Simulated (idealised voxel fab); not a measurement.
The process module presented herein is designated voxel wiring stack.
The cross-section shown here is cut; it is 265 nm wide and divided into square cells measuring 5 nm on a side.
The cross-sections in this document take the form of a grid made of square cells. They are written out as bands, in order from top to bottom. Each band consists of one or more rows of cells.
It is stipulated that each band's entry specify, in nanometres, the height of the top of the band and then that of its bottom, followed by the materials of the band in left-to-right sequence, each together with its width in nanometres. A single material marked by the word "throughout" is understood to fill the band from edge to edge; the word "air" is understood to denote empty space.
Convention: height 0 is the level below which the wafer, as received, is all one material. The lowest band does not terminate at the bottom but continues downward, represented as "0 and below".
Read "30->40" as a graded width: first number on top, second number at the bottom, same change between each pair of neighbouring rows.
No cell of the cross-section changed in a step that is given as "no alterations made".
Entry "Cavities, closed". Content: empty spaces with no open connection to the top, size 8 cells or greater. Each: width x height at distance. Distance: from left edge. Unit: nm.
Heads up: the bit after the settings on a step's line is the simulator's remark on that step.
overlay nm: how far to the right of its planned place the mask lay on this masked step (negative: to the left).
[plan]
1,RECEIVE with material Si
2,CONFORMAL_DEP with material SiO2, thk nm 10
3,CONFORMAL_DEP with material SiN, thk nm 5
4,DIRECTIONAL_DEP with material SiO2, thk nm 15
5,DIRECTIONAL_DEP with material aC, thk nm 10
6,PATTERN with tone open, mask id METAL_1, material resist, width nm 20, pitch nm 45, thk nm 25, overlay nm 0
7,DIRECTIONAL_ETCH with etch materials aC, depth nm 10
8,STRIP with etch materials resist
9,DIRECTIONAL_ETCH with etch materials SiO2, depth nm 15
10,DIRECTIONAL_ETCH with etch materials SiN, depth nm 5
11,STRIP with etch materials aC
12,CONFORMAL_DEP with material TiN, thk nm 5
13,FILL_DEP with material W, thk nm 10
14,CMP with height nm 30
15,CONFORMAL_DEP with material SiCN, thk nm 5
16,DIRECTIONAL_DEP with material SiO2, thk nm 35
17,DIRECTIONAL_DEP with material aC, thk nm 10
18,PATTERN with tone open, mask id METAL_2_HOLES, material resist, width nm 15, pitch nm 90, thk nm 30, overlay nm 0
19,DIRECTIONAL_ETCH with etch materials aC, depth nm 10
20,STRIP with etch materials resist
21,DIRECTIONAL_ETCH with etch materials SiO2, depth nm 35
22,STRIP with etch materials aC
23,MASKED_ETCH with tone open, mask id METAL_2, width nm 20, pitch nm 45, etch materials SiO2, depth nm 20, overlay nm 0
24,MASKED_ETCH with tone open, mask id METAL_2, width nm 20, pitch nm 45, etch materials SiCN, depth nm 5, overlay nm 0
25,CONFORMAL_DEP with material TiN, thk nm 5
26,FILL_DEP with material Cu, thk nm 10
27,CMP with height nm 70
28,CONFORMAL_DEP with material SiCN, thk nm 5
29,DIRECTIONAL_DEP with material lowk, thk nm 25
30,PATTERN with tone open, mask id METAL_3, material resist, width nm 20, pitch nm 45, thk nm 20, overlay nm 0
31,DIRECTIONAL_ETCH with etch materials lowk, depth nm 15
32,STRIP with etch materials resist
33,MASKED_ETCH with tone open, mask id METAL_3_HOLES, width nm 15, pitch nm 45, etch materials lowk, depth nm 10, overlay nm 0
34,MASKED_ETCH with tone open, mask id METAL_3_HOLES, width nm 15, pitch nm 45, etch materials SiCN, depth nm 5, overlay nm 0
35,CONFORMAL_DEP with material TiN, thk nm 5
36,FILL_DEP with material Cu, thk nm 10
37,CMP with height nm 100
38,CONFORMAL_DEP with material SiCN, thk nm 5
39,DIRECTIONAL_DEP with material lowk, thk nm 25
40,MASKED_ETCH with tone open, mask id METAL_4_HOLES, width nm 15, pitch nm 45, etch materials lowk, depth nm 25, overlay nm 0
41,MASKED_ETCH with tone open, mask id METAL_4, width nm 20, pitch nm 45, etch materials lowk, depth nm 15, overlay nm 0
42,MASKED_ETCH with tone open, mask id METAL_4, width nm 20, pitch nm 45, etch materials SiCN, depth nm 5, overlay nm 0
43,CONFORMAL_DEP with material TiN, thk nm 5
44,FILL_DEP with material Ru, thk nm 10
45,CMP with height nm 130
46,CONFORMAL_DEP with material SiCN, thk nm 5
[Incoming wafer in cross-section (state: after step 1)]
  0 and below = Si throughout
  Cavities, closed: none
[Starting structure and process plan are as shown above, but one mistake was made in running the module; the wafer cross-section at the end of the module follows]
  135 down to 130 = SiCN throughout
  130 down to 120 = 55 nm lowk, 5 nm TiN, 10 nm Ru, 5 nm TiN, 25 nm lowk, 5 nm TiN, 10 nm Ru, 5 nm TiN, 25 nm lowk, 5 nm TiN, 10 nm Ru, 5 nm TiN, 25 nm lowk, 5 nm TiN, 10 nm Ru, 5 nm TiN, 55 nm lowk
  120 down to 115 = 55 nm lowk, 5 nm TiN, 5 nm Ru, 10 nm TiN, 25 nm lowk, 5 nm TiN, 5 nm Ru, 10 nm TiN, 25 nm lowk, 5 nm TiN, 5 nm Ru, 10 nm TiN, 25 nm lowk, 5 nm TiN, 5 nm Ru, 10 nm TiN, 55 nm lowk
  115 down to 105 = 55 nm lowk, 5 nm TiN, 5 nm Ru, 5 nm TiN, 30 nm lowk, 5 nm TiN, 5 nm Ru, 5 nm TiN, 30 nm lowk, 5 nm TiN, 5 nm Ru, 5 nm TiN, 30 nm lowk, 5 nm TiN, 5 nm Ru, 5 nm TiN, 60 nm lowk
  105 down to 100 = 55 nm SiCN, 15 nm TiN, 30 nm SiCN, 15 nm TiN, 30 nm SiCN, 15 nm TiN, 30 nm SiCN, 15 nm TiN, 60 nm SiCN
  100 down to 90 = 55 nm lowk, 5 nm TiN, 10 nm Cu, 5 nm TiN, 25 nm lowk, 5 nm TiN, 10 nm Cu, 5 nm TiN, 25 nm lowk, 5 nm TiN, 10 nm Cu, 5 nm TiN, 25 nm lowk, 5 nm TiN, 10 nm Cu, 5 nm TiN, 55 nm lowk
  90 down to 85 = 55 nm lowk, 5 nm TiN, 5 nm Cu, 10 nm TiN, 25 nm lowk, 5 nm TiN, 5 nm Cu, 10 nm TiN, 25 nm lowk, 5 nm TiN, 5 nm Cu, 10 nm TiN, 25 nm lowk, 5 nm TiN, 5 nm Cu, 10 nm TiN, 55 nm lowk
  85 down to 75 = 55 nm lowk, 5 nm TiN, 5 nm Cu, 5 nm TiN, 30 nm lowk, 5 nm TiN, 5 nm Cu, 5 nm TiN, 30 nm lowk, 5 nm TiN, 5 nm Cu, 5 nm TiN, 30 nm lowk, 5 nm TiN, 5 nm Cu, 5 nm TiN, 60 nm lowk
  75 down to 70 = 55 nm SiCN, 15 nm TiN, 30 nm SiCN, 15 nm TiN, 30 nm SiCN, 15 nm TiN, 30 nm SiCN, 15 nm TiN, 60 nm SiCN
  70 down to 55 = 55 nm SiO2, 5 nm TiN, 10 nm Cu, 5 nm TiN, 25 nm SiO2, 5 nm TiN, 10 nm Cu, 5 nm TiN, 25 nm SiO2, 5 nm TiN, 10 nm Cu, 5 nm TiN, 25 nm SiO2, 5 nm TiN, 10 nm Cu, 5 nm TiN, 55 nm SiO2
  55 down to 50 = 55 nm SiO2, 5 nm TiN, 5 nm Cu, 10 nm TiN, 25 nm SiO2, 20 nm TiN, 25 nm SiO2, 5 nm TiN, 5 nm Cu, 10 nm TiN, 25 nm SiO2, 20 nm TiN, 55 nm SiO2
  50 down to 35 = 55 nm SiO2, 5 nm TiN, 5 nm Cu, 5 nm TiN, 75 nm SiO2, 5 nm TiN, 5 nm Cu, 5 nm TiN, 105 nm SiO2
  35 down to 30 = 55 nm SiCN, 15 nm TiN, 75 nm SiCN, 15 nm TiN, 105 nm SiCN
  30 down to 20 = W throughout
  20 down to 15 = 60 nm TiN, 10 nm W, 35 nm TiN, 10 nm W, 35 nm TiN, 10 nm W, 35 nm TiN, 10 nm W, 60 nm TiN
  15 down to 10 = 55 nm SiN, 20 nm TiN, 25 nm SiN, 20 nm TiN, 25 nm SiN, 20 nm TiN, 25 nm SiN, 20 nm TiN, 55 nm SiN
  10 down to 0 = SiO2 throughout
  0 and below = Si throughout
  Cavities, closed: none
Run error: step 4 of the plan was bypassed and not carried out
